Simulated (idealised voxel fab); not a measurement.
Herein follows the process module entitled voxel wiring stack.
Cross-sectional view cut (width: 160 nm; square cell size: 5 nm).
Square cells in a grid make up a cross-section in this document, and the grid is given as bands, listed from the top down, each one or more rows of cells.
The band entry comprises the height of the band's top followed by the height of its bottom, expressed in nm, and subsequently the band's materials from left to right, each stated together with its width in nm. Where a single material is marked with the word "full width", that material fills the band from edge to edge. The word "blank" represents empty space.
The level at which height equals 0 is the one under which the wafer, as it arrives, is entirely one material. No lower edge exists for the bottom band, which continues downward and is notated as in "0..down".
Width "30..40": first value at the band's top row of cells, second value at its bottom row, equal change from row to row.
Take "remained unchanged" at face value: in the step it is given for, the cross-section changed in none of its cells.
Entry "Tabulated closed voids" = empty spaces >= 8 cells with no open way to the top; each as width x height at distance, distance from left edge, all nm.
Whatever follows a step's settings on its line is a remark the simulator itself makes about that step.
Steps that use a mask can have "overlay nm" on their line. It says how far the mask sat to the right of where it was meant to be. Negative means to the left.
### Below is the list of planned process steps
1. op RECEIVE | material Si
2. op CONFORMAL_DEP | material SiO2 | thk nm 15
3. op CONFORMAL_DEP | material SiN | thk nm 5
4. op DIRECTIONAL_DEP | material SiO2 | thk nm 25
5. op PATTERN | tone open | mask id METAL_1 | material resist | width nm 25 | pitch nm 45 | thk nm 15 | overlay nm 0
6. op DIRECTIONAL_ETCH | etch materials SiO2 | depth nm 25
7. op DIRECTIONAL_ETCH | etch materials SiN | depth nm 5
8. op STRIP | etch materials resist
9. op CONFORMAL_DEP | material TiN | thk nm 5
10. op FILL_DEP | material W | thk nm 5
11. op CMP | height nm 45
12. op CONFORMAL_DEP | material SiCN | thk nm 5
13. op DIRECTIONAL_DEP | material SiO2 | thk nm 30
14. op DIRECTIONAL_DEP | material aC | thk nm 10
15. op PATTERN | tone open | mask id METAL_2_HOLES | material resist | width nm 15 | pitch nm 90 | thk nm 30 | overlay nm 0
16. op DIRECTIONAL_ETCH | etch materials aC | depth nm 10
17. op STRIP | etch materials resist
18. op DIRECTIONAL_ETCH | etch materials SiO2 | depth nm 30
19. op STRIP | etch materials aC
20. op DIRECTIONAL_DEP | material aC | thk nm 15
21. op PATTERN | tone open | mask id METAL_2 | material resist | width nm 25 | pitch nm 45 | thk nm 35 | overlay nm 0
22. op DIRECTIONAL_ETCH | etch materials aC | depth nm 15
23. op STRIP | etch materials resist
24. op DIRECTIONAL_ETCH | etch materials SiO2 | depth nm 15
25. op DIRECTIONAL_ETCH | etch materials SiCN | depth nm 5
26. op STRIP | etch materials aC
27. op CONFORMAL_DEP | material TiN | thk nm 5
28. op FILL_DEP | material Cu | thk nm 10
29. op CMP | height nm 80
30. op CONFORMAL_DEP | material SiCN | thk nm 5
### Wafer as received: cross-section following step 1
> 0..down  Si full width
> Tabulated closed voids: none
### Wafer cross-section at module end: first of two, run to plan
> 85..80  SiCN full width
> 80..70  SiO2=20 | TiN=5 | Cu=15 | TiN=5 | SiO2=20 | TiN=5 | Cu=15 | TiN=5 | SiO2=20 | TiN=5 | Cu=15 | TiN=5 | SiO2=25
> 70..65  SiO2=20 | TiN=5 | Cu=5 | TiN=15 | SiO2=20 | TiN=25 | SiO2=20 | TiN=5 | Cu=5 | TiN=15 | SiO2=25
> 65..50  SiO2=20 | TiN=5 | Cu=5 | TiN=5 | SiO2=75 | TiN=5 | Cu=5 | TiN=5 | SiO2=35
> 50..45  SiCN=20 | TiN=15 | SiCN=75 | TiN=15 | SiCN=35
> 45..20  SiO2=20 | TiN=5 | W=15 | TiN=5 | SiO2=20 | TiN=5 | W=15 | TiN=5 | SiO2=20 | TiN=5 | W=15 | TiN=5 | SiO2=25
> 20..15  SiN=20 | TiN=25 | SiN=20 | TiN=25 | SiN=20 | TiN=25 | SiN=25
> 15..0  SiO2 full width
> 0..down  Si full width
> Tabulated closed voids: none
### Presented here is a cross-section of the second of the two wafers as it stood at the end of the module. It was started in the same manner and assigned the same plan as the first wafer; however, one mistake was made in its execution
> 85..80  SiCN full width
> 80..70  SiO2=20 | TiN=5 | Cu=25 | TiN=5 | SiO2=20 | TiN=5 | Cu=15 | TiN=5 | SiO2=10 | TiN=5 | Cu=25 | TiN=5 | SiO2=15
> 70..65  SiO2=20 | TiN=5 | Cu=5 | TiN=25 | SiO2=20 | TiN=25 | SiO2=10 | TiN=5 | Cu=5 | TiN=25 | SiO2=15
> 65..55  SiO2=20 | TiN=5 | Cu=5 | TiN=5 | SiO2=75 | TiN=5 | Cu=5 | TiN=5 | SiO2=35
> 55..50  SiO2=20 | TiN=15 | SiO2=75 | TiN=15 | SiO2=35
> 50..45  SiCN=30 | TiN=5 | SiCN=85 | TiN=5 | SiCN=35
> 45..20  SiO2=20 | TiN=5 | W=15 | TiN=5 | SiO2=20 | TiN=5 | W=15 | TiN=5 | SiO2=20 | TiN=5 | W=15 | TiN=5 | SiO2=25
> 20..15  SiN=20 | TiN=25 | SiN=20 | TiN=25 | SiN=20 | TiN=25 | SiN=25
> 15..0  SiO2 full width
> 0..down  Si full width
> Tabulated closed voids: none
Processing error: step 21 did not happen as planned, as run it was op PATTERN | tone open | mask id METAL_2 | material resist | width nm 25 | pitch nm 45 | thk nm 35 | overlay nm 10
Materials where the second wafer ends with more or fewer cells than the first: Cu: 6 more | SiCN: 4 more | SiO2: 12 fewer | TiN: 2 more
